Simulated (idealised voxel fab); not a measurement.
This is a process module. Its name is voxel gate over fins.
cross-section cut | 275 nm wide | cells 5 nm
We lay out every cross-section as a grid of square cells and spell it out in bands from the top down, where one band means one or more rows of cells.
What a band's entry tells you: where the top is and where the bottom is, as heights in nm, and after that what lies inside, material by material from left to right, each with its width in nm. Empty space is written as the word "blank", and a single material marked with the word "edge to edge" occupies the band from edge to edge.
Ref level 0: as-received wafer is one material below here. Bottom band extends down with no lower bound ("0 -> down").
Graded width ("30->40"): value in top row of band = first number; value in bottom row = second number; row-to-row change constant.
Reading "no change occurred" for a step: not a cell of the cross-section changed in it.
Enclosed voids (no open way to top), threshold 8 cells or more, entry "Trapped voids", notation width x height at distance, distance from left edge, nm.
after a step's settings: what the simulator itself notes on the step
"overlay nm", when on a step's line for a step with a mask, measures how far to the right of its planned place the mask lay; a negative measure means to the left.

HERE'S WHAT THE PLANNED PROCESS STEPS LOOK LIKE
step 1: RECEIVE (material Si)
step 2: CONFORMAL_DEP (material SiN; thk nm 10)
step 3: DIRECTIONAL_DEP (material aC; thk nm 15)
step 4: PATTERN (tone cover; mask id FINS; material resist; width nm 15; pitch nm 50; thk nm 35; overlay nm 0)
step 5: DIRECTIONAL_ETCH (etch materials aC; depth nm 15)
step 6: STRIP (etch materials resist)
step 7: DIRECTIONAL_ETCH (etch materials SiN; depth nm 10)
step 8: DIRECTIONAL_ETCH (etch materials Si; depth nm 40)
step 9: STRIP (etch materials aC)
step 10: OXIDIZE (depth nm 5)
step 11: FILL_DEP (material SiO2; thk nm 15)
step 12: CMP (height nm 10)
step 13: MASKED_ETCH (tone open; mask id RAIL; width nm 15; etch materials SiO2; depth nm 45; overlay nm 0)
step 14: CONFORMAL_DEP (material TiN; thk nm 5)
step 15: FILL_DEP (material W; thk nm 10)
step 16: CMP (height nm 10)
step 17: SELECTIVE_ETCH (etch materials W Ru TiN; depth nm 30)
step 18: FILL_DEP (material SiO2; thk nm 5)
step 19: CMP (height nm 10)
step 20: SELECTIVE_ETCH (etch materials SiO2; depth nm 20)
step 21: STRIP (etch materials SiN)
step 22: CONFORMAL_DEP (material HfO2; thk nm 5)
step 23: CONFORMAL_DEP (material TiN; thk nm 5)
step 24: CONFORMAL_DEP (material TiAl; thk nm 5)
step 25: CONFORMAL_DEP (material TiN; thk nm 5)
step 26: FILL_DEP (material W; thk nm 15)
step 27: CMP (height nm 30)
step 28: CONFORMAL_DEP (material SiCN; thk nm 10)
Same starting wafers, different thk nm at step 23. Plan value belongs to the first wafer.

CROSS-SECTIONAL VIEW OF THE FIRST OF SEVERAL WAFERS IN THE AS-RECEIVED CONDITION, CORRESPONDING TO THE STATE FOLLOWING STEP 1
- 0 -> down = Si edge to edge
- Trapped voids: none

FIRST OF SEVERAL WAFERS: CROSS-SECTION AT THE END OF THE MODULE, AFTER STEP 28, ITS LAST STEP
- 40 -> 30 = SiCN edge to edge
- 30 -> 20 = W edge to edge
- 20 -> 15 = W 90; TiN 45; W 5; TiN 45; W 90
- 15 -> 10 = W 90; TiN 5; TiAl 35; TiN 5; W 5; TiN 5; TiAl 35; TiN 5; W 90
- 10 -> 5 = TiN 95; TiAl 5; TiN 25; TiAl 5; TiN 15; TiAl 5; TiN 25; TiAl 5; TiN 95
- 5 -> 0 = TiAl 100; TiN 5; HfO2 15; TiN 5; TiAl 25; TiN 5; HfO2 15; TiN 5; TiAl 100
- 0 -> -5 = TiN 105; HfO2 5; Si 5; HfO2 5; TiN 35; HfO2 5; Si 5; HfO2 5; TiN 105
- -5 -> -10 = HfO2 110; Si 5; HfO2 45; Si 5; HfO2 110
- -10 -> -20 = SiO2 110; Si 5; SiO2 45; Si 5; SiO2 110
- -20 -> -30 = SiO2 110; Si 5; SiO2 15; TiN 5; W 5; TiN 5; SiO2 15; Si 5; SiO2 110
- -30 -> -35 = SiO2 110; Si 5; SiO2 15; TiN 15; SiO2 15; Si 5; SiO2 110
- -35 -> -45 = SiO2 110; Si 5; SiO2 45; Si 5; SiO2 110
- -45 -> down = Si edge to edge
- Trapped voids: none

THE MODULE'S END: A CROSS-SECTION OF THE LAST WAFER
- 40 -> 30 = SiCN edge to edge
- 30 -> 25 = W 75; TiN 5; TiAl 115; TiN 5; W 75
- 25 -> 20 = TiN 80; TiAl 5; TiN 105; TiAl 5; TiN 80
- 20 -> 15 = TiAl 85; TiN 105; TiAl 85
- 15 -> 5 = TiN edge to edge
- 5 -> 0 = TiN 105; HfO2 15; TiN 35; HfO2 15; TiN 105
- 0 -> -5 = TiN 105; HfO2 5; Si 5; HfO2 5; TiN 35; HfO2 5; Si 5; HfO2 5; TiN 105
- -5 -> -10 = HfO2 110; Si 5; HfO2 45; Si 5; HfO2 110
- -10 -> -20 = SiO2 110; Si 5; SiO2 45; Si 5; SiO2 110
- -20 -> -30 = SiO2 110; Si 5; SiO2 15; TiN 5; W 5; TiN 5; SiO2 15; Si 5; SiO2 110
- -30 -> -35 = SiO2 110; Si 5; SiO2 15; TiN 15; SiO2 15; Si 5; SiO2 110
- -35 -> -45 = SiO2 110; Si 5; SiO2 45; Si 5; SiO2 110
- -45 -> down = Si edge to edge
- Trapped voids: none

QUICK KEY FOR THE TABLE: A ROW PER WAFER, TAKEN AT THE END OF THE MODULE. FOR EACH MATERIAL IT TELLS YOU HOW MANY CELLS THE WAFER GAINED (+) OR LOST (-) SINCE IT CAME IN, AND THE CLOSED VOIDS COME AFTER
thk nm 5, +63 HfO2, -477 Si, +110 SiCN, +362 SiO2, +63 TiAl, +133 TiN, +186 W, Trapped voids: none
thk nm 10, +63 HfO2, -477 Si, +110 SiCN, +362 SiO2, +63 TiAl, +194 TiN, +125 W, Trapped voids: none
thk nm 15, +63 HfO2, -477 Si, +110 SiCN, +362 SiO2, +61 TiAl, +255 TiN, +66 W, Trapped voids: none
thk nm 20, +63 HfO2, -477 Si, +110 SiCN, +362 SiO2, +59 TiAl, +291 TiN, +32 W, Trapped voids: none
